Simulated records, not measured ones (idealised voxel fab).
This is a process module. Its name is voxel quadruple lines.
We display cut, a cross-section 280 nm in width whose square cells are each 5 nm.
If you're reading a cross-section in this doc, picture square cells in a grid; it comes to you as bands, top ones listed first down to the bottom, and a band can be one or more rows of cells. This entry defines a band. It first specifies the height of the band's top and the height of its bottom in nm, and then specifies the band's materials from left to right, stating each material with its width in nm. The word "throughout" identifies a single material that fills the band from edge to edge, while the word "empty" identifies empty space. A quick word on heights: they are counted from 0, and under that level the wafer as it came to us is one material throughout. The lowest band is different from the rest in having no bottom; it simply continues downward, written as in "0 down". So if you see something like "30->40" for the width, read it as the top row of the band sitting at the first number and the bottom row at the second, with every row in between moving by the same amount as the last. Key: "changes: none" - step with no changed cell in the cross-section. Entry "Enclosed voids". Content: empty spaces with no open connection to the top, size 8 cells or greater. Each: width x height at distance. Distance: from left edge. Unit: nm. That trailing text on a step's line, after the settings, is the simulator's own remark on the step. overlay nm: mask offset rightward from planned place, masked step; negative means leftward offset.
PROCESS STEPS (PLANNED)
| 1 | RECEIVE with material Si |
| 2 | CONFORMAL_DEP with material Al2O3, thk nm 5 |
| 3 | DIRECTIONAL_DEP with material Ru, thk nm 10 |
| 4 | DIRECTIONAL_DEP with material polySi, thk nm 20 |
| 5 | DIRECTIONAL_DEP with material aC, thk nm 20 |
| 6 | PATTERN with tone cover, mask id MANDREL, material resist, width nm 20, thk nm 25, overlay nm 0 |
| 7 | DIRECTIONAL_ETCH with etch materials aC, depth nm 20 |
| 8 | STRIP with etch materials resist |
| 9 | CONFORMAL_DEP with material SiO2, thk nm 10 |
| 10 | DIRECTIONAL_ETCH with etch materials SiO2, depth nm 10 |
| 11 | STRIP with etch materials aC |
| 12 | DIRECTIONAL_ETCH with etch materials polySi, depth nm 20 |
| 13 | STRIP with etch materials SiO2 |
| 14 | CONFORMAL_DEP with material SiCN, thk nm 5 |
| 15 | DIRECTIONAL_ETCH with etch materials SiCN, depth nm 5 |
| 16 | STRIP with etch materials polySi |
| 17 | DIRECTIONAL_ETCH with etch materials Ru, depth nm 10 |
| 18 | STRIP with etch materials SiCN |
| 19 | FILL_DEP with material lowk, thk nm 10 |
| 20 | CMP with height nm 15 |
THE FIRST WAFER OF TWO, PROCESSED AS PLANNED
AS RECEIVED, AFTER STEP 1
- 0 down: Si throughout
- Enclosed voids: none
STEP 2 DONE - WAFER CROSS-SECTION
- 5 to 0: Al2O3 throughout
- Nothing below the height 0 has changed.
STEP 3 DONE - WAFER CROSS-SECTION
- 15 to 5: Ru throughout
- Nothing below the height 5 has changed.
STEP 4 DONE - WAFER CROSS-SECTION
- 35 to 15: polySi throughout
- Nothing below the height 15 has changed.
STEP 5 DONE - WAFER CROSS-SECTION
- 55 to 35: aC throughout
- Nothing below the height 35 has changed.
STEP 6 DONE - WAFER CROSS-SECTION
- 80 to 55: empty 130; resist 20; empty 130
- Nothing below the height 55 has changed.
STEP 7 DONE - WAFER CROSS-SECTION
- 60 to 55: empty 130; resist 20; empty 130
- 55 to 35: empty 130; aC 20; empty 130
- Nothing below the height 35 has changed.
STEP 8 DONE - WAFER CROSS-SECTION
- 55 to 35: empty 130; aC 20; empty 130
- Nothing below the height 35 has changed.
STEP 9 DONE - WAFER CROSS-SECTION
- 65 to 55: empty 120; SiO2 40; empty 120
- 55 to 45: empty 120; SiO2 10; aC 20; SiO2 10; empty 120
- 45 to 35: SiO2 130; aC 20; SiO2 130
- Nothing below the height 35 has changed.
STEP 10 DONE - WAFER CROSS-SECTION
- 55 to 35: empty 120; SiO2 10; aC 20; SiO2 10; empty 120
- Nothing below the height 35 has changed.
STEP 11 DONE - WAFER CROSS-SECTION
- 55 to 35: empty 120; SiO2 10; empty 20; SiO2 10; empty 120
- Nothing below the height 35 has changed.
STEP 12 DONE - WAFER CROSS-SECTION
- 55 to 35: empty 120; SiO2 10; empty 20; SiO2 10; empty 120
- 35 to 15: empty 120; polySi 10; empty 20; polySi 10; empty 120
- Nothing below the height 15 has changed.
STEP 13 DONE - WAFER CROSS-SECTION
- 35 to 15: empty 120; polySi 10; empty 20; polySi 10; empty 120
- Nothing below the height 15 has changed.
STEP 14 DONE - WAFER CROSS-SECTION
- 40 to 35: empty 115; SiCN 20; empty 10; SiCN 20; empty 115
- 35 to 20: empty 115; SiCN 5; polySi 10; SiCN 5; empty 10; SiCN 5; polySi 10; SiCN 5; empty 115
- 20 to 15: SiCN 120; polySi 10; SiCN 20; polySi 10; SiCN 120
- Nothing below the height 15 has changed.
STEP 15 DONE - WAFER CROSS-SECTION
- 35 to 15: empty 115; SiCN 5; polySi 10; SiCN 5; empty 10; SiCN 5; polySi 10; SiCN 5; empty 115
- Nothing below the height 15 has changed.
STEP 16 DONE - WAFER CROSS-SECTION
- 35 to 15: empty 115; SiCN 5; empty 10; SiCN 5; empty 10; SiCN 5; empty 10; SiCN 5; empty 115
- Nothing below the height 15 has changed.
STEP 17 DONE - WAFER CROSS-SECTION
- 35 to 15: empty 115; SiCN 5; empty 10; SiCN 5; empty 10; SiCN 5; empty 10; SiCN 5; empty 115
- 15 to 5: empty 115; Ru 5; empty 10; Ru 5; empty 10; Ru 5; empty 10; Ru 5; empty 115
- Nothing below the height 5 has changed.
STEP 18 DONE - WAFER CROSS-SECTION
- 15 to 5: empty 115; Ru 5; empty 10; Ru 5; empty 10; Ru 5; empty 10; Ru 5; empty 115
- Nothing below the height 5 has changed.
STEP 19 DONE - WAFER CROSS-SECTION
- 25 to 15: lowk throughout
- 15 to 5: lowk 115; Ru 5; lowk 10; Ru 5; lowk 10; Ru 5; lowk 10; Ru 5; lowk 115
- Nothing below the height 5 has changed.
STEP 20 DONE - WAFER CROSS-SECTION
- 15 to 5: lowk 115; Ru 5; lowk 10; Ru 5; lowk 10; Ru 5; lowk 10; Ru 5; lowk 115
- Nothing below the height 5 has changed.
SECOND WAFER - SHARED START AND PLAN WITH THE FIRST - ONE ERROR IN RUNNING - SAME AS THE FIRST UP TO STEP 2 INCLUSIVE
SECOND WAFER, SECTIONED VIEW, AT STEP 3'S PLANNED END TIME
- 25 to 5: polySi throughout
- Nothing below the height 5 has changed.
SECOND WAFER, SECTIONED VIEW, AT STEP 4'S PLANNED END TIME
- 35 to 25: Ru throughout
- Nothing below the height 25 has changed.
SECOND WAFER, SECTIONED VIEW, AT STEP 5'S PLANNED END TIME
- 55 to 35: aC throughout
- Nothing below the height 35 has changed.
SECOND WAFER, SECTIONED VIEW, AT STEP 6'S PLANNED END TIME
- 80 to 55: empty 130; resist 20; empty 130
- Nothing below the height 55 has changed.
SECOND WAFER, SECTIONED VIEW, AT STEP 7'S PLANNED END TIME
- 60 to 55: empty 130; resist 20; empty 130
- 55 to 35: empty 130; aC 20; empty 130
- Nothing below the height 35 has changed.
SECOND WAFER, SECTIONED VIEW, AT STEP 8'S PLANNED END TIME
- 55 to 35: empty 130; aC 20; empty 130
- Nothing below the height 35 has changed.
SECOND WAFER, SECTIONED VIEW, AT STEP 9'S PLANNED END TIME
- 65 to 55: empty 120; SiO2 40; empty 120
- 55 to 45: empty 120; SiO2 10; aC 20; SiO2 10; empty 120
- 45 to 35: SiO2 130; aC 20; SiO2 130
- Nothing below the height 35 has changed.
SECOND WAFER, SECTIONED VIEW, AT STEP 10'S PLANNED END TIME
- 55 to 35: empty 120; SiO2 10; aC 20; SiO2 10; empty 120
- Nothing below the height 35 has changed.
SECOND WAFER, SECTIONED VIEW, AT STEP 11'S PLANNED END TIME
- 55 to 35: empty 120; SiO2 10; empty 20; SiO2 10; empty 120
- Nothing below the height 35 has changed.
Second wafer, sectioned view, at step 12's planned end time: changes: none
SECOND WAFER, SECTIONED VIEW, AT STEP 13'S PLANNED END TIME
- 35 to 25: Ru throughout
- Nothing below the height 25 has changed.
SECOND WAFER, SECTIONED VIEW, AT STEP 14'S PLANNED END TIME
- 40 to 35: SiCN throughout
- Nothing below the height 35 has changed.
SECOND WAFER, SECTIONED VIEW, AT STEP 15'S PLANNED END TIME
- 35 to 25: Ru throughout
- Nothing below the height 25 has changed.
Second wafer, sectioned view, at step 16's planned end time: changes: none
SECOND WAFER, SECTIONED VIEW, AT STEP 17'S PLANNED END TIME
- 25 to 5: polySi throughout
- Nothing below the height 5 has changed.
Second wafer, sectioned view, at step 18's planned end time: changes: none
SECOND WAFER, SECTIONED VIEW, AT STEP 19'S PLANNED END TIME
- 35 to 25: lowk throughout
- Nothing below the height 25 has changed.
SECOND WAFER, SECTIONED VIEW, AT STEP 20'S PLANNED END TIME
- 15 to 5: polySi throughout
- Nothing below the height 5 has changed.
Finding, execution versus plan: order of steps 3 and 4 inverted relative to the plan
It is noted that, at the conclusion of processing, the second wafer exhibits a higher or lower cell count for certain materials relative to the first: Ru: 8 fewer; lowk: 104 fewer; polySi: 112 more
